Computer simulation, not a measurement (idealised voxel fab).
process module | voxel transistor to metal
cross-section cut | 215 nm wide | cells 5 nm
A cross-section is a grid of square cells, given in bands from the top down. A band is one or more rows of cells.
Each band's line starts with the height of the band's top and of its bottom, in nm. Then come its materials from left to right, each with its width in nm. One material with "throughout" fills the band from edge to edge. "air" is empty space.
Height 0 is the level under which the wafer as received is all one material. The lowest band goes on downwards, as in "0 down".
A width such as "30 to 40" changes by the same amount from each row of cells to the next, from the band's top row to its bottom row.
"no change" after a step means that no cell of the cross-section changed.
closed voids: empty space of 8 cells or more with no open way to the top, each as width x height at its distance from the left edge, in nm
after a step's settings: what the simulator itself notes on the step
overlay nm, on a step with a mask: how far to the right of its planned place the mask lay; to the left if negative
plan
1 op RECEIVE | material Si
2 op OXIDIZE | depth nm 5
3 op CONFORMAL_DEP | material SiN | thk nm 10
4 op DIRECTIONAL_DEP | material aC | thk nm 10
5 op PATTERN | tone cover | mask id ACTIVE | material resist | width nm 120 | thk nm 25 | overlay nm 0
6 op DIRECTIONAL_ETCH | etch materials aC | depth nm 10
7 op STRIP | etch materials resist
8 op DIRECTIONAL_ETCH | etch materials SiN | depth nm 10
9 op DIRECTIONAL_ETCH | etch materials SiO2 | depth nm 5
10 op DIRECTIONAL_ETCH | etch materials Si | depth nm 25
11 op STRIP | etch materials aC
12 op FILL_DEP | material SiO2 | thk nm 15
13 op CMP | height nm 10
14 op SELECTIVE_ETCH | etch materials SiO2 | depth nm 5
15 op STRIP | etch materials SiN
16 op SELECTIVE_ETCH | etch materials SiO2 | depth nm 5
17 op OXIDIZE | depth nm 5
18 op DIRECTIONAL_DEP | material polySi | thk nm 20
19 op DIRECTIONAL_DEP | material SiCN | thk nm 10
20 op MASKED_ETCH | tone cover | mask id GATE | width nm 30 | etch materials SiCN | depth nm 20 | overlay nm 0
21 op MASKED_ETCH | tone cover | mask id GATE | width nm 30 | etch materials polySi | depth nm 30 | overlay nm 0
22 op CONFORMAL_DEP | material SiO2 | thk nm 5
23 op DIRECTIONAL_ETCH | etch materials SiO2 | depth nm 5
24 op CONFORMAL_DEP | material SiN | thk nm 5
25 op DIRECTIONAL_ETCH | etch materials SiN | depth nm 5
26 op DIRECTIONAL_ETCH | etch materials SiO2 | depth nm 5
27 op EPI | material pSi | thk nm 5
28 op FILL_DEP | material SiO2 | thk nm 10
29 op CMP | height nm 15
30 op STRIP | etch materials polySi
31 op SELECTIVE_ETCH | etch materials SiO2 | depth nm 5
32 op CONFORMAL_DEP | material HfO2 | thk nm 5
33 op CONFORMAL_DEP | material TiN | thk nm 5
34 op FILL_DEP | material W | thk nm 10
35 op CMP | height nm 10
36 op DIRECTIONAL_DEP | material SiO2 | thk nm 15
37 op MASKED_ETCH | tone open | mask id CONTACT | width nm 20 | pitch nm 90 | etch materials SiO2 | depth nm 30 | overlay nm 0
38 op CONFORMAL_DEP | material TiN | thk nm 5
39 op FILL_DEP | material W | thk nm 10
40 op CMP | height nm 25
41 op CONFORMAL_DEP | material SiN | thk nm 5
42 op DIRECTIONAL_DEP | material SiO2 | thk nm 20
43 op MASKED_ETCH | tone open | mask id METAL_1 | width nm 20 | pitch nm 90 | etch materials SiO2 | depth nm 20 | overlay nm 0
44 op MASKED_ETCH | tone open | mask id METAL_1 | width nm 20 | pitch nm 90 | etch materials SiN | depth nm 5 | overlay nm 0
45 op CONFORMAL_DEP | material TiN | thk nm 5
46 op FILL_DEP | material Ru | thk nm 5
47 op CMP | height nm 50
48 op CONFORMAL_DEP | material SiCN | thk nm 5
as received, after step 1
  0 down: Si throughout
  closed voids: none
a wafer at the end: this start, this plan, one mistake
  55 to 50: SiCN throughout
  50 to 30: SiO2 50 | TiN 5 | Ru 10 | TiN 5 | SiO2 70 | TiN 5 | Ru 10 | TiN 5 | SiO2 55
  30 to 25: SiN 50 | TiN 20 | SiN 70 | TiN 20 | SiN 55
  25 to 20: W throughout
  20 to 15: TiN 55 | W 10 | TiN 80 | W 10 | TiN 60
  15 to 0: SiO2 50 | TiN 5 | W 10 | TiN 5 | SiO2 70 | TiN 5 | W 10 | TiN 5 | SiO2 55
  0 to -5: SiO2 45 | SiN 5 | TiN 20 | SiO2 10 | SiN 5 | HfO2 5 | TiN 30 | HfO2 5 | SiN 5 | SiO2 10 | TiN 20 | SiN 5 | SiO2 50
  -5 to -10: SiO2 50 | pSi 30 | SiO2 5 | HfO2 40 | SiO2 5 | pSi 30 | SiO2 55
  -10 to -30: SiO2 45 | Si 120 | SiO2 50
  -30 down: Si throughout
  closed voids: none
what went wrong: step 35 ran as: op CMP | height nm 0
